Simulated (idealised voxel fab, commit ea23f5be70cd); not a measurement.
Documented hereafter: the process module known as voxel wiring stack.
Xsec cut, 230 nm wide, square cell size 5 nm.
Cross-section format: a grid of square cells, given as bands from top to bottom; each band is one or more rows of cells.
Band: top and bottom heights (nm) first, top before bottom; then materials from left to right, widths in nm. "everywhere" marks a sole material filling the band edge to edge. "empty" denotes empty space.
Note: height 0 marks the level under which the wafer is uniformly one material as received. Lowest band unbounded below, written "0..down".
Read "30->40" as a graded width: first number on top, second number at the bottom, same change between each pair of neighbouring rows.
For the purposes of this document, the phrase "changes: none" attached to a step denotes that no cell within the cross-section was modified by that step.
So "Cavities, closed" is basically the list of trapped voids: any empty space of 8 cells or more that can't reach the top through an opening. They're written width x height at distance, the distance being from the left edge, and it's all nm.
Formally, on a step line, whatever follows the settings is a remark that the simulator itself makes on the step.
Regarding "overlay nm": on a step with a mask, it is the distance the mask lay to the right of its planned place; a negative value places it to the left.

So here's the lineup of process steps we planned
step 1: op RECEIVE | material Si
step 2: op CONFORMAL_DEP | material SiO2 | thk nm 10
step 3: op CONFORMAL_DEP | material SiCN | thk nm 5
step 4: op DIRECTIONAL_DEP | material lowk | thk nm 25
step 5: op DIRECTIONAL_DEP | material aC | thk nm 10
step 6: op PATTERN | tone open | mask id METAL_1 | material resist | width nm 30 | pitch nm 45 | thk nm 25 | overlay nm 0
step 7: op DIRECTIONAL_ETCH | etch materials aC | depth nm 10
step 8: op STRIP | etch materials resist
step 9: op DIRECTIONAL_ETCH | etch materials lowk | depth nm 25
step 10: op DIRECTIONAL_ETCH | etch materials SiCN | depth nm 5
step 11: op STRIP | etch materials aC
step 12: op CONFORMAL_DEP | material TiN | thk nm 5
step 13: op FILL_DEP | material Cu | thk nm 5
step 14: op CMP | height nm 40
step 15: op CONFORMAL_DEP | material SiCN | thk nm 5
step 16: op DIRECTIONAL_DEP | material SiO2 | thk nm 30
step 17: op MASKED_ETCH | tone open | mask id METAL_2 | width nm 30 | pitch nm 45 | etch materials SiO2 | depth nm 20 | overlay nm 0
step 18: op DIRECTIONAL_DEP | material aC | thk nm 15
step 19: op PATTERN | tone open | mask id METAL_2_HOLES | material resist | width nm 15 | pitch nm 45 | thk nm 30 | overlay nm 0
step 20: op DIRECTIONAL_ETCH | etch materials aC | depth nm 15
step 21: op STRIP | etch materials resist
step 22: op DIRECTIONAL_ETCH | etch materials SiO2 | depth nm 10
step 23: op DIRECTIONAL_ETCH | etch materials SiCN | depth nm 5
step 24: op STRIP | etch materials aC
step 25: op CONFORMAL_DEP | material TiN | thk nm 5
step 26: op FILL_DEP | material Cu | thk nm 10
step 27: op CMP | height nm 75
step 28: op CONFORMAL_DEP | material SiCN | thk nm 5
step 29: op DIRECTIONAL_DEP | material lowk | thk nm 30
step 30: op MASKED_ETCH | tone open | mask id METAL_3 | width nm 30 | pitch nm 45 | etch materials lowk | depth nm 20 | overlay nm 0
step 31: op DIRECTIONAL_DEP | material aC | thk nm 15
step 32: op PATTERN | tone open | mask id METAL_3_HOLES | material resist | width nm 15 | pitch nm 45 | thk nm 30 | overlay nm 0
step 33: op DIRECTIONAL_ETCH | etch materials aC | depth nm 15
step 34: op STRIP | etch materials resist
step 35: op DIRECTIONAL_ETCH | etch materials lowk | depth nm 10
step 36: op DIRECTIONAL_ETCH | etch materials SiCN | depth nm 5
step 37: op STRIP | etch materials aC
step 38: op CONFORMAL_DEP | material TiN | thk nm 5
step 39: op FILL_DEP | material Ru | thk nm 5
step 40: op CMP | height nm 110
step 41: op CONFORMAL_DEP | material SiCN | thk nm 5

Shown in cross-section is the wafer as received, that is, as it stands after step 1
* 0..down  Si everywhere
* Cavities, closed: none

Post-module cross-section of the first of two wafers (run per plan)
* 115..110  SiCN everywhere
* 110..95  lowk=30, TiN=5, Ru=20, TiN=5, lowk=15, TiN=5, Ru=20, TiN=5, lowk=15, TiN=5, Ru=20, TiN=5, lowk=15, TiN=5, Ru=20, TiN=5, lowk=35
* 95..90  lowk=30, TiN=5, Ru=5, TiN=20, lowk=15, TiN=5, Ru=5, TiN=20, lowk=15, TiN=5, Ru=5, TiN=20, lowk=15, TiN=5, Ru=5, TiN=20, lowk=35
* 90..80  lowk=30, TiN=5, Ru=5, TiN=5, lowk=30, TiN=5, Ru=5, TiN=5, lowk=30, TiN=5, Ru=5, TiN=5, lowk=30, TiN=5, Ru=5, TiN=5, lowk=50
* 80..75  SiCN=30, TiN=15, SiCN=30, TiN=15, SiCN=30, TiN=15, SiCN=30, TiN=15, SiCN=50
* 75..60  SiO2=30, TiN=5, Cu=20, TiN=5, SiO2=15, TiN=5, Cu=20, TiN=5, SiO2=15, TiN=5, Cu=20, TiN=5, SiO2=15, TiN=5, Cu=20, TiN=5, SiO2=35
* 60..55  SiO2=30, TiN=5, Cu=5, TiN=20, SiO2=15, TiN=5, Cu=5, TiN=20, SiO2=15, TiN=5, Cu=5, TiN=20, SiO2=15, TiN=5, Cu=5, TiN=20, SiO2=35
* 55..45  SiO2=30, TiN=5, Cu=5, TiN=5, SiO2=30, TiN=5, Cu=5, TiN=5, SiO2=30, TiN=5, Cu=5, TiN=5, SiO2=30, TiN=5, Cu=5, TiN=5, SiO2=50
* 45..40  SiCN=30, TiN=15, SiCN=30, TiN=15, SiCN=30, TiN=15, SiCN=30, TiN=15, SiCN=50
* 40..15  lowk=30, TiN=5, Cu=20, TiN=5, lowk=15, TiN=5, Cu=20, TiN=5, lowk=15, TiN=5, Cu=20, TiN=5, lowk=15, TiN=5, Cu=20, TiN=5, lowk=35
* 15..10  SiCN=30, TiN=30, SiCN=15, TiN=30, SiCN=15, TiN=30, SiCN=15, TiN=30, SiCN=35
* 10..0  SiO2 everywhere
* 0..down  Si everywhere
* Cavities, closed: none

End-of-module cross-section of the second wafer: identical starting point and process plan to the first, with one processing mistake
* 115..110  SiCN everywhere
* 110..95  lowk=30, TiN=5, Ru=20, TiN=5, lowk=15, TiN=5, Ru=20, TiN=5, lowk=15, TiN=5, Ru=20, TiN=5, lowk=15, TiN=5, Ru=20, TiN=5, lowk=35
* 95..90  lowk=30, TiN=5, Ru=5, TiN=20, lowk=15, TiN=5, Ru=5, TiN=20, lowk=15, TiN=5, Ru=5, TiN=20, lowk=15, TiN=5, Ru=5, TiN=20, lowk=35
* 90..80  lowk=30, TiN=5, Ru=5, TiN=5, lowk=30, TiN=5, Ru=5, TiN=5, lowk=30, TiN=5, Ru=5, TiN=5, lowk=30, TiN=5, Ru=5, TiN=5, lowk=50
* 80..75  SiCN=30, TiN=15, SiCN=30, TiN=15, SiCN=30, TiN=15, SiCN=30, TiN=15, SiCN=50
* 75..65  SiO2=30, TiN=5->10, Cu=15->10, TiN=5, SiO2=20, TiN=5->10, Cu=15->10, TiN=5, SiO2=20, TiN=5->10, Cu=15->10, TiN=5, SiO2=20, TiN=5->10, Cu=15->10, TiN=5, SiO2=40
* 65..60  SiO2=35, TiN=5, Cu=10, TiN=5, SiO2=25, TiN=5, Cu=10, TiN=5, SiO2=25, TiN=5, Cu=10, TiN=5, SiO2=25, TiN=5, Cu=10, TiN=5, SiO2=40
* 60..55  SiO2=35, TiN=20, SiO2=25, TiN=20, SiO2=25, TiN=20, SiO2=25, TiN=20, SiO2=40
* 55..45  SiO2=35, TiN=10, SiO2=35, TiN=10, SiO2=35, TiN=10, SiO2=35, TiN=10, SiO2=50
* 45..40  SiCN=35, TiN=10, SiCN=35, TiN=10, SiCN=35, TiN=10, SiCN=35, TiN=10, SiCN=50
* 40..15  lowk=30, TiN=5, Cu=20, TiN=5, lowk=15, TiN=5, Cu=20, TiN=5, lowk=15, TiN=5, Cu=20, TiN=5, lowk=15, TiN=5, Cu=20, TiN=5, lowk=35
* 15..10  SiCN=30, TiN=30, SiCN=15, TiN=30, SiCN=15, TiN=30, SiCN=15, TiN=30, SiCN=35
* 10..0  SiO2 everywhere
* 0..down  Si everywhere
* Cavities, closed: none
So what did we get wrong on this run? step 17: run off-plan, actual operation and settings op MASKED_ETCH | tone open | mask id METAL_2 | width nm 20 | pitch nm 45 | etch materials SiO2 | depth nm 20 | overlay nm 0
Bottom line after processing is that, in cells, the second wafer is up or down on some materials versus the first: -32 Cu | +4 SiCN | +32 SiO2 | -4 TiN
